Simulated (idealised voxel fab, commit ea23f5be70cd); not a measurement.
process module | voxel lift off
cross-section cut | 300 nm wide | cells 5 nm
A cross-section is a grid of square cells, given in bands from the top down. A band is one or more rows of cells.
Each band's line starts with the height of the band's top and of its bottom, in nm. Then come its materials from left to right, each with its width in nm. One material with "throughout" fills the band from edge to edge. "air" is empty space.
Height 0 is the level under which the wafer as received is all one material. The lowest band goes on downwards, as in "0 down".
A width such as "30 to 40" changes by the same amount from each row of cells to the next, from the band's top row to its bottom row.
"no change" after a step means that no cell of the cross-section changed.
closed voids: empty space of 8 cells or more with no open way to the top, each as width x height at its distance from the left edge, in nm
after a step's settings: what the simulator itself notes on the step
overlay nm, on a step with a mask: how far to the right of its planned place the mask lay; to the left if negative
plan
1 op RECEIVE | material Si
2 op CONFORMAL_DEP | material SiN | thk nm 5
3 op PATTERN | tone open | mask id LINES | material resist | width nm 25 | pitch nm 50 | thk nm 20 | overlay nm -15
4 op DIRECTIONAL_DEP | material Ru | thk nm 10
5 op STRIP | etch materials resist
6 op CONFORMAL_DEP | material SiN | thk nm 5
varied across the wafers: overlay nm of step 3. The plan shows the first wafer's value. All wafers start alike
first wafer as received, after step 1
  0 down: Si throughout
  closed voids: none
first wafer at the end, after step 6
  20 to 15: air 65 | SiN 35 | air 15 | SiN 35 | air 15 | SiN 35 | air 100
  15 to 10: air 65 | SiN 5 | Ru 25 | SiN 5 | air 15 | SiN 5 | Ru 25 | SiN 5 | air 15 | SiN 5 | Ru 25 | SiN 5 | air 100
  10 to 5: SiN 70 | Ru 25 | SiN 25 | Ru 25 | SiN 25 | Ru 25 | SiN 105
  5 to 0: SiN throughout
  0 down: Si throughout
  closed voids: none
last wafer at the end
  20 to 15: air 95 | SiN 35 | air 15 | SiN 35 | air 15 | SiN 35 | air 70
  15 to 10: air 95 | SiN 5 | Ru 25 | SiN 5 | air 15 | SiN 5 | Ru 25 | SiN 5 | air 15 | SiN 5 | Ru 25 | SiN 5 | air 70
  10 to 5: SiN 100 | Ru 25 | SiN 25 | Ru 25 | SiN 25 | Ru 25 | SiN 75
  5 to 0: SiN throughout
  0 down: Si throughout
  closed voids: none
each wafer at the end: cells of each material gained (+) or lost (-) since it was received, then its closed voids
overlay nm -15 | +30 Ru | +132 SiN | closed voids: none
overlay nm -10 | +30 Ru | +132 SiN | closed voids: none
overlay nm -5 | +30 Ru | +132 SiN | closed voids: none
overlay nm 0 | +30 Ru | +132 SiN | closed voids: none
overlay nm 5 | +30 Ru | +132 SiN | closed voids: none
overlay nm 10 | +30 Ru | +132 SiN | closed voids: none
overlay nm 15 | +30 Ru | +132 SiN | closed voids: none
